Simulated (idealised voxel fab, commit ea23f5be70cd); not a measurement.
process module | voxel air gaps
cross-section cut | 150 nm wide | cells 5 nm
A cross-section is a grid of square cells, given in bands from the top down. A band is one or more rows of cells.
Each band's line starts with the height of the band's top and of its bottom, in nm. Then come its materials from left to right, each with its width in nm. One material with "throughout" fills the band from edge to edge. "air" is empty space.
Height 0 is the level under which the wafer as received is all one material. The lowest band goes on downwards, as in "0 down".
A width such as "30 to 40" changes by the same amount from each row of cells to the next, from the band's top row to its bottom row.
"no change" after a step means that no cell of the cross-section changed.
closed voids: empty space of 8 cells or more with no open way to the top, each as width x height at its distance from the left edge, in nm
after a step's settings: what the simulator itself notes on the step
overlay nm, on a step with a mask: how far to the right of its planned place the mask lay; to the left if negative
plan
1 op RECEIVE | material Si
2 op CONFORMAL_DEP | material SiO2 | thk nm 10
3 op CONFORMAL_DEP | material SiN | thk nm 5
4 op DIRECTIONAL_DEP | material SiO2 | thk nm 30
5 op MASKED_ETCH | tone open | mask id LINES | width nm 15 | pitch nm 45 | etch materials SiO2 | depth nm 30 | overlay nm 0
6 op CONFORMAL_DEP | material TiN | thk nm 5
7 op FILL_DEP | material Ru | thk nm 10
8 op CMP | height nm 45
9 op EPI | material Ru | thk nm 10
10 op SELECTIVE_ETCH | etch materials SiO2 | depth nm 40
11 op CONFORMAL_DEP | material SiN | thk nm 5
first wafer, as planned
as received, after step 1
  0 down: Si throughout
  closed voids: none
after step 2
  10 to 0: SiO2 throughout
  below 0: unchanged
after step 3
  15 to 10: SiN throughout
  below 10: unchanged
after step 4
  45 to 15: SiO2 throughout
  below 15: unchanged
after step 5
  45 to 15: SiO2 20 | air 15 | SiO2 30 | air 15 | SiO2 30 | air 15 | SiO2 25
  below 15: unchanged
after step 6
  50 to 45: TiN 25 | air 5 | TiN 40 | air 5 | TiN 40 | air 5 | TiN 30
  45 to 20: SiO2 20 | TiN 5 | air 5 | TiN 5 | SiO2 30 | TiN 5 | air 5 | TiN 5 | SiO2 30 | TiN 5 | air 5 | TiN 5 | SiO2 25
  20 to 15: SiO2 20 | TiN 15 | SiO2 30 | TiN 15 | SiO2 30 | TiN 15 | SiO2 25
  below 15: unchanged
after step 7
  60 to 50: Ru throughout
  50 to 45: TiN 25 | Ru 5 | TiN 40 | Ru 5 | TiN 40 | Ru 5 | TiN 30
  45 to 20: SiO2 20 | TiN 5 | Ru 5 | TiN 5 | SiO2 30 | TiN 5 | Ru 5 | TiN 5 | SiO2 30 | TiN 5 | Ru 5 | TiN 5 | SiO2 25
  below 20: unchanged
after step 8
  45 to 20: SiO2 20 | TiN 5 | Ru 5 | TiN 5 | SiO2 30 | TiN 5 | Ru 5 | TiN 5 | SiO2 30 | TiN 5 | Ru 5 | TiN 5 | SiO2 25
  below 20: unchanged
after step 9
  55 to 45: air 10 | Ru 35 | air 10 | Ru 35 | air 10 | Ru 35 | air 15
  below 45: unchanged
after step 10
  55 to 45: air 10 | Ru 35 | air 10 | Ru 35 | air 10 | Ru 35 | air 15
  45 to 20: air 20 | TiN 5 | Ru 5 | TiN 5 | air 30 | TiN 5 | Ru 5 | TiN 5 | air 30 | TiN 5 | Ru 5 | TiN 5 | air 25
  20 to 15: air 20 | TiN 15 | air 30 | TiN 15 | air 30 | TiN 15 | air 25
  below 15: unchanged
after step 11
  60 to 55: air 5 | SiN 135 | air 10
  55 to 45: air 5 | SiN 5 | Ru 35 | SiN 10 | Ru 35 | SiN 10 | Ru 35 | SiN 5 | air 10
  45 to 40: air 5 | SiN 15 | TiN 5 | Ru 5 | TiN 5 | SiN 30 | TiN 5 | Ru 5 | TiN 5 | SiN 30 | TiN 5 | Ru 5 | TiN 5 | SiN 15 | air 10
  40 to 20: air 15 | SiN 5 | TiN 5 | Ru 5 | TiN 5 | SiN 5 | air 20 | SiN 5 | TiN 5 | Ru 5 | TiN 5 | SiN 5 | air 20 | SiN 5 | TiN 5 | Ru 5 | TiN 5 | SiN 5 | air 20
  20 to 15: SiN 20 | TiN 15 | SiN 30 | TiN 15 | SiN 30 | TiN 15 | SiN 25
  below 15: unchanged
  closed voids: 20 x 20 at 40; 20 x 20 at 85
second wafer: like start, like plan, one mistake. Through step 7 it matches the first wafer
when step 8 should have ended: no change
when step 9 should have ended
  70 to 50: Ru throughout
  below 50: unchanged
when step 10 should have ended: no change
when step 11 should have ended
  75 to 70: SiN throughout
  below 70: unchanged
what went wrong: step 8 was left out
at the end the second wafer has, in cells: 81 more of Ru | 72 fewer of SiN | 126 more of SiO2 | 27 more of TiN
closed voids at the end (first wafer, second wafer): 2, 0
